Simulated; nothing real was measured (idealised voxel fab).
The name of this process module is voxel fin reveal.
Cross-section cut: width 200 nm, square cells of 5 nm.
A cross-section in this document is a grid of square cells, and it is written down as bands, the top band listed before the ones below it; a band is made up of one or more rows of cells.
The entry gives the band's vertical extent as a top height and a bottom height in nm, then its horizontal make-up as materials from left to right, each with a width in nm. "air" stands for empty space; a single material marked "throughout" fills the band edge to edge.
Below 0: as-received wafer, all one material; heights counted from there. Lowest band: no bottom, goes on down, written "0 -> down".
It should be noted that a width expressed as "30..40" varies in equal increments from row to row of cells within the band, taking the value of the first number at the top row and that of the second number at the bottom row.
Basically "nothing changed" means that step didn't change any cell in the cross-section.
You'll see "Trapped void list" listing empty spaces that have no way open to the top, as long as they're 8 cells or more; the notation is width x height at distance, where the distance is from the left edge, and all of it is in nm.
Text after the settings on a step's line: the simulator's own remark on that step.
When a step includes a mask, the "overlay nm" setting on its line states how far to the right of its planned place that mask lay, and negative values state how far to the left.
[List of planned process steps]
1 RECEIVE with material Si
2 CONFORMAL_DEP with material SiN, thk nm 5
3 PATTERN with tone cover, mask id FINS, material resist, width nm 15, pitch nm 45, thk nm 20, overlay nm -15
4 DIRECTIONAL_ETCH with etch materials SiN, depth nm 5
5 DIRECTIONAL_ETCH with etch materials Si, depth nm 35
6 STRIP with etch materials resist
7 FILL_DEP with material SiO2, thk nm 5
8 CMP with height nm 5
9 SELECTIVE_ETCH with etch materials SiO2, depth nm 20
10 STRIP with etch materials SiN
11 CONFORMAL_DEP with material HfO2, thk nm 5
Among the wafers covered here, the point of difference is the overlay nm at step 3; their starting state is shared, and the plan presents the value of the first wafer.
[Cross-sectional view of the first of several wafers in the as-received condition, corresponding to the state following step 1]
* 0 -> down = Si throughout
* Trapped void list: none
[Here is how to read the rows: every wafer has a row, and it shows the wafer at the end of the module, giving for each material how many cells were gained (+) or lost (-) since the wafer was received, then listing its closed voids]
overlay nm -15 | +52 HfO2 | -238 Si | +136 SiO2 | Trapped void list: none
overlay nm -10 | +52 HfO2 | -238 Si | +136 SiO2 | Trapped void list: none
overlay nm -5 | +52 HfO2 | -238 Si | +136 SiO2 | Trapped void list: none
overlay nm 0 | +52 HfO2 | -238 Si | +136 SiO2 | Trapped void list: none
overlay nm 5 | +52 HfO2 | -238 Si | +136 SiO2 | Trapped void list: none
overlay nm 10 | +52 HfO2 | -238 Si | +136 SiO2 | Trapped void list: none
overlay nm 15 | +52 HfO2 | -238 Si | +136 SiO2 | Trapped void list: none
